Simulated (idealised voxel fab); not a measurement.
process module | voxel self aligned vias
cross-section cut | 225 nm wide | cells 5 nm
A cross-section is a grid of square cells, given in bands from the top down. A band is one or more rows of cells.
Each band's line starts with the height of the band's top and of its bottom, in nm. Then come its materials from left to right, each with its width in nm. One material with "throughout" fills the band from edge to edge. "air" is empty space.
Height 0 is the level under which the wafer as received is all one material. The lowest band goes on downwards, as in "0 down".
A width such as "30 to 40" changes by the same amount from each row of cells to the next, from the band's top row to its bottom row.
"no change" after a step means that no cell of the cross-section changed.
closed voids: empty space of 8 cells or more with no open way to the top, each as width x height at its distance from the left edge, in nm
after a step's settings: what the simulator itself notes on the step
overlay nm, on a step with a mask: how far to the right of its planned place the mask lay; to the left if negative
plan
1 op RECEIVE | material Si
2 op CONFORMAL_DEP | material SiO2 | thk nm 10
3 op CONFORMAL_DEP | material SiCN | thk nm 5
4 op DIRECTIONAL_DEP | material lowk | thk nm 20
5 op MASKED_ETCH | tone open | mask id LINES | width nm 30 | pitch nm 70 | etch materials lowk | depth nm 20 | overlay nm 0
6 op CONFORMAL_DEP | material TiN | thk nm 5
7 op FILL_DEP | material W | thk nm 5
8 op CMP | height nm 35
9 op SELECTIVE_ETCH | etch materials W Ru TiN | depth nm 5
10 op FILL_DEP | material SiN | thk nm 10
11 op CMP | height nm 35
12 op DIRECTIONAL_DEP | material lowk | thk nm 15
13 op DIRECTIONAL_DEP | material aC | thk nm 15
14 op PATTERN | tone open | mask id VIAS | material resist | width nm 40 | pitch nm 70 | thk nm 35 | overlay nm 0
15 op DIRECTIONAL_ETCH | etch materials aC | depth nm 15
16 op STRIP | etch materials resist
17 op DIRECTIONAL_ETCH | etch materials lowk | depth nm 15
18 op DIRECTIONAL_ETCH | etch materials SiN | depth nm 5
19 op STRIP | etch materials aC
20 op CONFORMAL_DEP | material TiN | thk nm 5
21 op FILL_DEP | material Ru | thk nm 10
22 op CMP | height nm 50
23 op CONFORMAL_DEP | material SiN | thk nm 5
as received, after step 1
  0 down: Si throughout
  closed voids: none
first wafer at the end, as planned
  55 to 50: SiN throughout
  50 to 40: lowk 20 | TiN 5 | Ru 30 | TiN 5 | lowk 30 | TiN 5 | Ru 30 | TiN 5 | lowk 30 | TiN 5 | Ru 30 | TiN 5 | lowk 25
  40 to 35: lowk 20 | TiN 10 | Ru 20 | TiN 10 | lowk 30 | TiN 10 | Ru 20 | TiN 10 | lowk 30 | TiN 10 | Ru 20 | TiN 10 | lowk 25
  35 to 30: lowk 25 | TiN 30 | lowk 40 | TiN 30 | lowk 40 | TiN 30 | lowk 30
  30 to 20: lowk 25 | TiN 5 | W 20 | TiN 5 | lowk 40 | TiN 5 | W 20 | TiN 5 | lowk 40 | TiN 5 | W 20 | TiN 5 | lowk 30
  20 to 15: lowk 25 | TiN 30 | lowk 40 | TiN 30 | lowk 40 | TiN 30 | lowk 30
  15 to 10: SiCN throughout
  10 to 0: SiO2 throughout
  0 down: Si throughout
  closed voids: none
second wafer at the end: like start, like plan, one mistake
  55 to 50: SiN throughout
  50 to 40: lowk 20 | TiN 5 | Ru 30 | TiN 5 | lowk 30 | TiN 5 | Ru 30 | TiN 5 | lowk 30 | TiN 5 | Ru 30 | TiN 5 | lowk 25
  40 to 35: lowk 20 | TiN 10 | Ru 20 | TiN 10 | lowk 30 | TiN 10 | Ru 20 | TiN 10 | lowk 30 | TiN 10 | Ru 20 | TiN 10 | lowk 25
  35 to 30: lowk 25 | TiN 30 | lowk 40 | TiN 30 | lowk 40 | TiN 30 | lowk 30
  30 to 20: lowk 25 | TiN 5 | W 20 | TiN 5 | lowk 40 | TiN 5 | W 20 | TiN 5 | lowk 40 | TiN 5 | W 20 | TiN 5 | lowk 30
  20 to 15: lowk 25 | TiN 30 | lowk 40 | TiN 30 | lowk 40 | TiN 30 | lowk 30
  15 to 10: W throughout
  10 to 0: SiO2 throughout
  0 down: Si throughout
  closed voids: none
what went wrong: step 3 ran as: op CONFORMAL_DEP | material W | thk nm 5
at the end the second wafer has, in cells: 45 fewer of SiCN | 45 more of W
